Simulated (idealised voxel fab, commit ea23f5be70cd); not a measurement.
The process module presented herein is designated voxel capacitor over wiring.
Cross-sectional view cut (width: 215 nm; square cell size: 5 nm).
Notation: cross-section as square-cell grid; stated in bands, top first, going down; one or more cell rows per band. The entry gives the band's vertical extent as a top height and a bottom height in nm, then its horizontal make-up as materials from left to right, each with a width in nm. "blank" stands for empty space; a single material marked "everywhere" fills the band edge to edge. Counting heights begins at 0, where everything beneath is, in the wafer as received, one material. The lowest band has no bottom; it goes on downwards, as "0 down" shows. Per-row width for "30..40": begins at first number (top row of band), ends at second number (bottom row), increment between rows held constant. The cross-section has no changed cell in any step marked "nothing got changed". Enclosed voids (no open way to top), threshold 8 cells or more, entry "Catalogued sealed voids", notation width x height at distance, distance from left edge, nm. Where a step's line continues beyond its settings, the continuation is a remark by the simulator itself on that step. overlay nm: on a step with a mask, how far right of its planned place the mask lay; negative means left.
Planned step list for the process
1,RECEIVE | material Si
2,CONFORMAL_DEP | material SiO2 | thk nm 15
3,CONFORMAL_DEP | material SiCN | thk nm 5
4,DIRECTIONAL_DEP | material SiO2 | thk nm 20
5,MASKED_ETCH | tone open | mask id METAL_1 | width nm 30 | pitch nm 80 | etch materials SiO2 | depth nm 20 | overlay nm 0
6,MASKED_ETCH | tone open | mask id METAL_1 | width nm 30 | pitch nm 80 | etch materials SiCN | depth nm 5 | overlay nm 0
7,CONFORMAL_DEP | material TiN | thk nm 5
8,FILL_DEP | material Cu | thk nm 10
9,CMP | height nm 40
10,CONFORMAL_DEP | material SiCN | thk nm 5
11,DIRECTIONAL_DEP | material lowk | thk nm 15
12,MASKED_ETCH | tone open | mask id PLUG_1 | width nm 15 | etch materials lowk | depth nm 15 | overlay nm 0
13,MASKED_ETCH | tone open | mask id PLUG_1 | width nm 15 | etch materials SiCN | depth nm 5 | overlay nm 0
14,CONFORMAL_DEP | material TiN | thk nm 5
15,FILL_DEP | material W | thk nm 10
16,CMP | height nm 60
17,DIRECTIONAL_DEP | material TiN | thk nm 10
18,DIRECTIONAL_DEP | material HfO2 | thk nm 5
19,DIRECTIONAL_DEP | material TiN | thk nm 5
20,MASKED_ETCH | tone cover | mask id UPPER_PLATE | width nm 55 | etch materials TiN | depth nm 5 | overlay nm 0
21,MASKED_ETCH | tone cover | mask id UPPER_PLATE | width nm 55 | etch materials HfO2 | depth nm 5 | overlay nm 0
22,MASKED_ETCH | tone cover | mask id LOWER_PLATE | width nm 65 | etch materials TiN | depth nm 10 | overlay nm 0
23,FILL_DEP | material SiO2 | thk nm 20
24,CMP | height nm 95
25,MASKED_ETCH | tone open | mask id PLUG_2 | width nm 15 | etch materials SiO2 | depth nm 15 | overlay nm 0
26,CONFORMAL_DEP | material TiN | thk nm 5
27,FILL_DEP | material Cu | thk nm 10
28,CMP | height nm 95
29,CONFORMAL_DEP | material SiCN | thk nm 5
Cross-section of the incoming wafer, state after step 1
	0 down: Si everywhere
	Catalogued sealed voids: none
Starting structure and process plan are as shown above, but one mistake was made in running the module; the wafer cross-section at the end of the module follows
	100 to 95: SiCN everywhere
	95 to 85: SiO2=75 | TiN=5 | Cu=5 | TiN=5 | SiO2=125
	85 to 75: SiO2=75..65 | TiN=15..55 | SiO2=125..95
	75 to 70: SiO2=65 | HfO2=55 | SiO2=95
	70 to 60: SiO2=60 | TiN=65 | SiO2=90
	60 to 45: lowk=65 | TiN=5 | W=5 | TiN=5 | lowk=135
	45 to 40: SiCN=65 | TiN=15 | SiCN=135
	40 to 25: SiO2=50 | TiN=5 | Cu=20 | TiN=5 | SiO2=50 | TiN=5 | Cu=20 | TiN=5 | SiO2=55
	25 to 20: SiCN=50 | TiN=30 | SiCN=50 | TiN=30 | SiCN=55
	20 to 0: SiO2 everywhere
	0 down: Si everywhere
	Catalogued sealed voids: none
What was the processing mistake? step 2 deviated from plan and actually ran as CONFORMAL_DEP | material SiO2 | thk nm 20
